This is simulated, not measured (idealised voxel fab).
Proc. module: voxel transistor to metal
The figure presents cross-section cut, which has a width of 265 nm and is divided into square cells with an edge length of 5 nm.
Each cross-section below is a grid of square cells, stated as bands in top-down order, with one or more rows of cells making up each band. Band: top and bottom heights (nm) first, top before bottom; then materials from left to right, widths in nm. "throughout" marks a sole material filling the band edge to edge. "blank" denotes empty space. Heights are measured from 0, the level below which the as-received wafer is all one material; the lowest band has no bottom and continues downward, written as in "0 -> down". Width: "30..40" (first number = top row, second number = bottom row, same change from row to row of cells). Basically "stayed the same" means that step didn't change any cell in the cross-section. Closed-off voids of 8+ cells (no open route to the top) go in "Fully closed voids", written width x height at distance from the left edge, in nm. Heads up: the bit after the settings on a step's line is the simulator's remark on that step. overlay nm: how far to the right of its planned place the mask lay on this masked step (negative: to the left).

Here's what the planned process steps look like
step 1: RECEIVE [material Si]
step 2: CONFORMAL_DEP [material SiO2] [thk nm 5]
step 3: CONFORMAL_DEP [material SiN] [thk nm 10]
step 4: DIRECTIONAL_DEP [material aC] [thk nm 10]
step 5: PATTERN [tone cover] [mask id ACTIVE] [material resist] [width nm 105] [pitch nm 125] [thk nm 30] [overlay nm 0]
step 6: DIRECTIONAL_ETCH [etch materials aC] [depth nm 10]
step 7: STRIP [etch materials resist]
step 8: DIRECTIONAL_ETCH [etch materials SiN] [depth nm 10]
step 9: DIRECTIONAL_ETCH [etch materials SiO2] [depth nm 5]
step 10: DIRECTIONAL_ETCH [etch materials Si] [depth nm 35]
step 11: STRIP [etch materials aC]
step 12: FILL_DEP [material SiO2] [thk nm 10]
step 13: CMP [height nm 15]
step 14: SELECTIVE_ETCH [etch materials SiO2] [depth nm 5]
step 15: STRIP [etch materials SiN]
step 16: SELECTIVE_ETCH [etch materials SiO2] [depth nm 5]
step 17: OXIDIZE [depth nm 5]
step 18: DIRECTIONAL_DEP [material polySi] [thk nm 25]
step 19: DIRECTIONAL_DEP [material SiCN] [thk nm 15]
step 20: MASKED_ETCH [tone cover] [mask id GATE] [width nm 25] [pitch nm 125] [etch materials SiCN] [depth nm 25] [overlay nm 0]
step 21: MASKED_ETCH [tone cover] [mask id GATE] [width nm 25] [pitch nm 125] [etch materials polySi] [depth nm 35] [overlay nm 0]
step 22: CONFORMAL_DEP [material SiN] [thk nm 5]
step 23: DIRECTIONAL_ETCH [etch materials SiN] [depth nm 5]
step 24: DIRECTIONAL_ETCH [etch materials SiO2] [depth nm 5]
step 25: EPI [material nSi] [thk nm 5]
step 26: FILL_DEP [material SiO2] [thk nm 10]
step 27: CMP [height nm 25]
step 28: STRIP [etch materials polySi]
step 29: SELECTIVE_ETCH [etch materials SiO2] [depth nm 5]
step 30: CONFORMAL_DEP [material HfO2] [thk nm 5]
step 31: CONFORMAL_DEP [material TiN] [thk nm 5]
step 32: FILL_DEP [material W] [thk nm 10]
step 33: CMP [height nm 20]
step 34: DIRECTIONAL_DEP [material SiO2] [thk nm 10]
step 35: PATTERN [tone open] [mask id CONTACT] [material resist] [width nm 15] [thk nm 20] [overlay nm 0]
step 36: DIRECTIONAL_ETCH [etch materials SiO2] [depth nm 30]
step 37: STRIP [etch materials resist]
step 38: CONFORMAL_DEP [material TiN] [thk nm 5]
step 39: FILL_DEP [material Ru] [thk nm 10]
step 40: CMP [height nm 30]
step 41: CONFORMAL_DEP [material SiN] [thk nm 5]
step 42: DIRECTIONAL_DEP [material lowk] [thk nm 15]
step 43: PATTERN [tone open] [mask id METAL_1] [material resist] [width nm 15] [thk nm 15] [overlay nm 0]
step 44: DIRECTIONAL_ETCH [etch materials lowk] [depth nm 15]
step 45: DIRECTIONAL_ETCH [etch materials SiN] [depth nm 5]
step 46: STRIP [etch materials resist]
step 47: CONFORMAL_DEP [material TiN] [thk nm 5]
step 48: FILL_DEP [material Cu] [thk nm 5]
step 49: CMP [height nm 50]
step 50: EPI [material Ru] [thk nm 5]
step 51: FILL_DEP [material SiCN] [thk nm 5]
varied across the wafers: thk nm of step 2. The plan shows the first wafer's value. All wafers start alike

Cross-section of the first incoming wafer of several, state after step 1
    0 -> down: Si throughout
    Fully closed voids: none

Depicted here is the first of several wafers in cross-section, at module completion following the last step, step 51
    60 -> 55: SiCN throughout
    55 -> 50: SiCN 20 nm / Ru 25 nm / SiCN 45 nm / Ru 25 nm / SiCN 30 nm / Ru 25 nm / SiCN 45 nm / Ru 25 nm / SiCN 25 nm
    50 -> 35: lowk 25 nm / TiN 5 nm / Cu 5 nm / TiN 5 nm / lowk 55 nm / TiN 5 nm / Cu 5 nm / TiN 5 nm / lowk 40 nm / TiN 5 nm / Cu 5 nm / TiN 5 nm / lowk 55 nm / TiN 5 nm / Cu 5 nm / TiN 5 nm / lowk 30 nm
    35 -> 30: SiN 25 nm / TiN 15 nm / SiN 55 nm / TiN 15 nm / SiN 40 nm / TiN 15 nm / SiN 55 nm / TiN 15 nm / SiN 30 nm
    30 -> 20: SiO2 25 nm / TiN 5 nm / Ru 5 nm / TiN 5 nm / SiO2 55 nm / TiN 5 nm / Ru 5 nm / TiN 5 nm / SiO2 40 nm / TiN 5 nm / Ru 5 nm / TiN 5 nm / SiO2 55 nm / TiN 5 nm / Ru 5 nm / TiN 5 nm / SiO2 30 nm
    20 -> 5: SiO2 25 nm / TiN 5 nm / Ru 5 nm / TiN 5 nm / SiO2 10 nm / SiN 5 nm / HfO2 5 nm / TiN 5 nm / W 5 nm / TiN 5 nm / HfO2 5 nm / SiN 5 nm / SiO2 10 nm / TiN 5 nm / Ru 5 nm / TiN 5 nm / SiO2 40 nm / TiN 5 nm / Ru 5 nm / TiN 5 nm / SiO2 10 nm / SiN 5 nm / HfO2 5 nm / TiN 5 nm / W 5 nm / TiN 5 nm / HfO2 5 nm / SiN 5 nm / SiO2 10 nm / TiN 5 nm / Ru 5 nm / TiN 5 nm / SiO2 30 nm
    5 -> 0: SiO2 10 nm / SiN 5 nm / SiO2 10 nm / TiN 15 nm / SiO2 10 nm / SiN 5 nm / HfO2 5 nm / TiN 15 nm / HfO2 5 nm / SiN 5 nm / SiO2 10 nm / TiN 15 nm / SiO2 10 nm / SiN 5 nm / SiO2 10 nm / SiN 5 nm / SiO2 10 nm / TiN 15 nm / SiO2 10 nm / SiN 5 nm / HfO2 5 nm / TiN 15 nm / HfO2 5 nm / SiN 5 nm / SiO2 10 nm / TiN 15 nm / SiO2 10 nm / SiN 5 nm / SiO2 15 nm
    0 -> -5: SiO2 15 nm / nSi 35 nm / HfO2 35 nm / nSi 35 nm / SiO2 20 nm / nSi 35 nm / HfO2 35 nm / nSi 35 nm / SiO2 20 nm
    -5 -> -35: SiO2 15 nm / Si 105 nm / SiO2 20 nm / Si 105 nm / SiO2 20 nm
    -35 -> down: Si throughout
    Fully closed voids: none

Last wafer of the set, cross-sectioned at end of module
    60 -> 55: SiCN throughout
    55 -> 50: SiCN 20 nm / Ru 25 nm / SiCN 45 nm / Ru 25 nm / SiCN 30 nm / Ru 25 nm / SiCN 45 nm / Ru 25 nm / SiCN 25 nm
    50 -> 35: lowk 25 nm / TiN 5 nm / Cu 5 nm / TiN 5 nm / lowk 55 nm / TiN 5 nm / Cu 5 nm / TiN 5 nm / lowk 40 nm / TiN 5 nm / Cu 5 nm / TiN 5 nm / lowk 55 nm / TiN 5 nm / Cu 5 nm / TiN 5 nm / lowk 30 nm
    35 -> 30: SiN 25 nm / TiN 15 nm / SiN 55 nm / TiN 15 nm / SiN 40 nm / TiN 15 nm / SiN 55 nm / TiN 15 nm / SiN 30 nm
    30 -> 20: SiO2 25 nm / TiN 5 nm / Ru 5 nm / TiN 5 nm / SiO2 55 nm / TiN 5 nm / Ru 5 nm / TiN 5 nm / SiO2 40 nm / TiN 5 nm / Ru 5 nm / TiN 5 nm / SiO2 55 nm / TiN 5 nm / Ru 5 nm / TiN 5 nm / SiO2 30 nm
    20 -> 10: SiO2 25 nm / TiN 5 nm / Ru 5 nm / TiN 5 nm / SiO2 10 nm / SiN 5 nm / HfO2 5 nm / TiN 5 nm / W 5 nm / TiN 5 nm / HfO2 5 nm / SiN 5 nm / SiO2 10 nm / TiN 5 nm / Ru 5 nm / TiN 5 nm / SiO2 40 nm / TiN 5 nm / Ru 5 nm / TiN 5 nm / SiO2 10 nm / SiN 5 nm / HfO2 5 nm / TiN 5 nm / W 5 nm / TiN 5 nm / HfO2 5 nm / SiN 5 nm / SiO2 10 nm / TiN 5 nm / Ru 5 nm / TiN 5 nm / SiO2 30 nm
    10 -> 5: SiO2 25 nm / TiN 15 nm / SiO2 10 nm / SiN 5 nm / HfO2 5 nm / TiN 15 nm / HfO2 5 nm / SiN 5 nm / SiO2 10 nm / TiN 15 nm / SiO2 40 nm / TiN 15 nm / SiO2 10 nm / SiN 5 nm / HfO2 5 nm / TiN 15 nm / HfO2 5 nm / SiN 5 nm / SiO2 10 nm / TiN 15 nm / SiO2 30 nm
    5 -> 0: nSi 50 nm / HfO2 35 nm / nSi 90 nm / HfO2 35 nm / nSi 55 nm
    0 -> down: Si throughout
    Fully closed voids: none

Note: the following table is arranged by wafer, a row apiece. Each row reports the end-of-module state: per material, cells gained (+) or cells lost (-) compared with the wafer as received; closed voids follow
thk nm 5; +12 Cu; +30 HfO2; +40 Ru; -119 Si; +86 SiCN; +61 SiN; +263 SiO2; +106 TiN; +6 W; +123 lowk; +28 nSi; Fully closed voids: none
thk nm 10; +12 Cu; +26 HfO2; +36 Ru; +86 SiCN; +53 SiN; +163 SiO2; +94 TiN; +4 W; +123 lowk; +39 nSi; Fully closed voids: none
thk nm 15; +12 Cu; +26 HfO2; +36 Ru; +86 SiCN; +53 SiN; +163 SiO2; +94 TiN; +4 W; +123 lowk; +39 nSi; Fully closed voids: none
thk nm 20; +12 Cu; +26 HfO2; +36 Ru; +86 SiCN; +53 SiN; +163 SiO2; +94 TiN; +4 W; +123 lowk; +39 nSi; Fully closed voids: none
